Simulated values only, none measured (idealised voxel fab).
You're looking at the process module voxel gate over fins.
The width of the displayed cross-section, cut, is 285 nm; its cells are square, with a size of 5 nm.
In this document a cross-section is written as a grid of square cells. It is given as a series of bands, listed from the top down, and a band is one or more rows of cells.
The band entry comprises the height of the band's top followed by the height of its bottom, expressed in nm, and subsequently the band's materials from left to right, each stated together with its width in nm. Where a single material is marked with the word "all across", that material fills the band from edge to edge. The word "air" represents empty space.
A quick word on heights: they are counted from 0, and under that level the wafer as it came to us is one material throughout. The lowest band is different from the rest in having no bottom; it simply continues downward, written as in "0 nm and below".
Per-row width for "30 to 40": begins at first number (top row of band), ends at second number (bottom row), increment between rows held constant.
"same as before" after a step means that no cell of the cross-section changed.
For the entry "Enclosed voids", the listed items are empty spaces with no open way to the top whose size is 8 cells or more; each item follows the pattern width x height at distance, where distance is from the left edge and all three are in nm.
Formally, on a step line, whatever follows the settings is a remark that the simulator itself makes on the step.
The line of a step may include "overlay nm". On a step with a mask, this value is how far to the right of its planned place the mask lay. A negative value means the mask lay to the left.

Steps planned for the process:
1,RECEIVE: material Si
2,CONFORMAL_DEP: material SiN, thk nm 10
3,PATTERN: tone cover, mask id FINS, material resist, width nm 15, pitch nm 40, thk nm 15, overlay nm 0
4,DIRECTIONAL_ETCH: etch materials SiN, depth nm 10
5,DIRECTIONAL_ETCH: etch materials Si, depth nm 30
6,STRIP: etch materials resist
7,FILL_DEP: material SiO2, thk nm 5
8,CMP: height nm 10
9,SELECTIVE_ETCH: etch materials SiO2, depth nm 25
10,STRIP: etch materials SiN
11,CONFORMAL_DEP: material HfO2, thk nm 5
12,CONFORMAL_DEP: material TiN, thk nm 5
13,FILL_DEP: material W, thk nm 10
14,CMP: height nm 15
15,CONFORMAL_DEP: material SiCN, thk nm 10

As received (post step 1): cross-section:
    0 nm and below = Si all across
    Enclosed voids: none

Cross-section taken at module completion on the first of two wafers; processed per the plan:
    25 nm to 15 nm = SiCN all across
    15 nm to 10 nm = W all across
    10 nm to 5 nm = 105 W, then 35 TiN, then 5 W, then 35 TiN, then 105 W
    5 nm to 0 nm = 105 W, then 5 TiN, then 25 HfO2, then 5 TiN, then 5 W, then 5 TiN, then 25 HfO2, then 5 TiN, then 105 W
    0 nm to -5 nm = 105 W, then 5 TiN, then 5 HfO2, then 15 Si, then 5 HfO2, then 5 TiN, then 5 W, then 5 TiN, then 5 HfO2, then 15 Si, then 5 HfO2, then 5 TiN, then 105 W
    -5 nm to -10 nm = 110 TiN, then 5 HfO2, then 15 Si, then 5 HfO2, then 15 TiN, then 5 HfO2, then 15 Si, then 5 HfO2, then 110 TiN
    -10 nm to -15 nm = 115 HfO2, then 15 Si, then 25 HfO2, then 15 Si, then 115 HfO2
    -15 nm to -30 nm = 115 SiO2, then 15 Si, then 25 SiO2, then 15 Si, then 115 SiO2
    -30 nm and below = Si all across
    Enclosed voids: none

This cross-section belongs to the second wafer of two at the end of the module; the start and the plan were shared with the first, and the run included one mistake:
    25 nm to 15 nm = SiCN all across
    15 nm to 10 nm = W all across
    10 nm to 5 nm = 105 W, then 35 TiN, then 5 W, then 35 TiN, then 105 W
    5 nm to 0 nm = 110 TiN, then 25 HfO2, then 15 TiN, then 25 HfO2, then 110 TiN
    0 nm to -5 nm = 115 HfO2, then 15 Si, then 25 HfO2, then 15 Si, then 115 HfO2
    -5 nm to -30 nm = 115 SiO2, then 15 Si, then 25 SiO2, then 15 Si, then 115 SiO2
    -30 nm and below = Si all across
    Enclosed voids: none
What went wrong in running the wafer? step 9, actual vs plan mismatch, actual run SELECTIVE_ETCH: etch materials SiO2, depth nm 15
Once processing is complete, comparing cell counts shows that the second wafer has more or fewer of certain materials than the first: 8 fewer of HfO2; 102 more of SiO2; 8 fewer of TiN; 86 fewer of W
